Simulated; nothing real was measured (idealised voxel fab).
process module | voxel quadruple lines
cross-section cut | 170 nm wide | cells 5 nm
Each cross-section below is a grid of square cells, stated as bands in top-down order, with one or more rows of cells making up each band. What a band's entry tells you: where the top is and where the bottom is, as heights in nm, and after that what lies inside, material by material from left to right, each with its width in nm. Empty space is written as the word "air", and a single material marked with the word "edge to edge" occupies the band from edge to edge. Heights are measured from 0, the level below which the as-received wafer is all one material; the lowest band has no bottom and continues downward, written as in "0..down". So if you see something like "30 to 40" for the width, read it as the top row of the band sitting at the first number and the bottom row at the second, with every row in between moving by the same amount as the last. "no alteration" (step): cross-section cells unchanged, all of them. This entry, "Voids, enclosed", enumerates those empty regions of no fewer than 8 cells that possess no open connection to the top. Each region is reported in the form width x height at distance, the distance being taken from the left edge, with all three quantities expressed in nm. Where a step's line continues beyond its settings, the continuation is a remark by the simulator itself on that step. Among the settings permitted on a step's line is "overlay nm"; applied to a step with a mask, it specifies the extent to which the mask lay to the right of its planned position, whereas a negative figure signifies a position to the left.
-- These are the steps we planned for the process
| 1 | RECEIVE [material Si] |
| 2 | CONFORMAL_DEP [material Al2O3] [thk nm 5] |
| 3 | DIRECTIONAL_DEP [material W] [thk nm 5] |
| 4 | DIRECTIONAL_DEP [material polySi] [thk nm 15] |
| 5 | DIRECTIONAL_DEP [material aC] [thk nm 25] |
| 6 | PATTERN [tone cover] [mask id MANDREL] [material resist] [width nm 30] [thk nm 35] [overlay nm 0] |
| 7 | DIRECTIONAL_ETCH [etch materials aC] [depth nm 25] |
| 8 | STRIP [etch materials resist] |
| 9 | CONFORMAL_DEP [material SiO2] [thk nm 10] |
| 10 | DIRECTIONAL_ETCH [etch materials SiO2] [depth nm 10] |
| 11 | STRIP [etch materials aC] |
| 12 | DIRECTIONAL_ETCH [etch materials polySi] [depth nm 15] |
| 13 | STRIP [etch materials SiO2] |
| 14 | CONFORMAL_DEP [material SiCN] [thk nm 10] |
| 15 | DIRECTIONAL_ETCH [etch materials SiCN] [depth nm 10] |
| 16 | STRIP [etch materials polySi] |
| 17 | DIRECTIONAL_ETCH [etch materials W] [depth nm 10] |
| 18 | STRIP [etch materials SiCN] |
| 19 | FILL_DEP [material lowk] [thk nm 10] |
| 20 | CMP [height nm 15] |
For clarity, it should be stated that the wafers under discussion commence in an identical condition and differ with respect to the thk nm of step 3, the plan indicating the value that the first wafer had.
-- Incoming state of the first of several wafers in cross-section: after step 1
  0..down: Si edge to edge
  Voids, enclosed: none
-- First of several wafers: cross-section at the end of the module, after step 20, its last step
  15..10: lowk edge to edge
  10..5: lowk 50, then W 10, then lowk 10, then W 10, then lowk 10, then W 10, then lowk 10, then W 10, then lowk 50
  5..0: Al2O3 edge to edge
  0..down: Si edge to edge
  Voids, enclosed: none
-- Last-wafer cross-section at the end of the module
  15..5: W edge to edge
  5..0: Al2O3 edge to edge
  0..down: Si edge to edge
  Voids, enclosed: none
-- Below is a per-wafer table. In it, each row describes the wafer at the end of the module by giving, for each material, the number of cells gained (+) or lost (-) since the wafer was received, and after that the closed voids of the wafer
thk nm 5, +34 Al2O3, +8 W, +60 lowk, Voids, enclosed: none
thk nm 10, +34 Al2O3, +16 W, +52 lowk, Voids, enclosed: none
thk nm 15, +34 Al2O3, +42 W, +26 lowk, Voids, enclosed: none
thk nm 20, +34 Al2O3, +68 W, Voids, enclosed: none
thk nm 25, +34 Al2O3, +68 W, Voids, enclosed: none
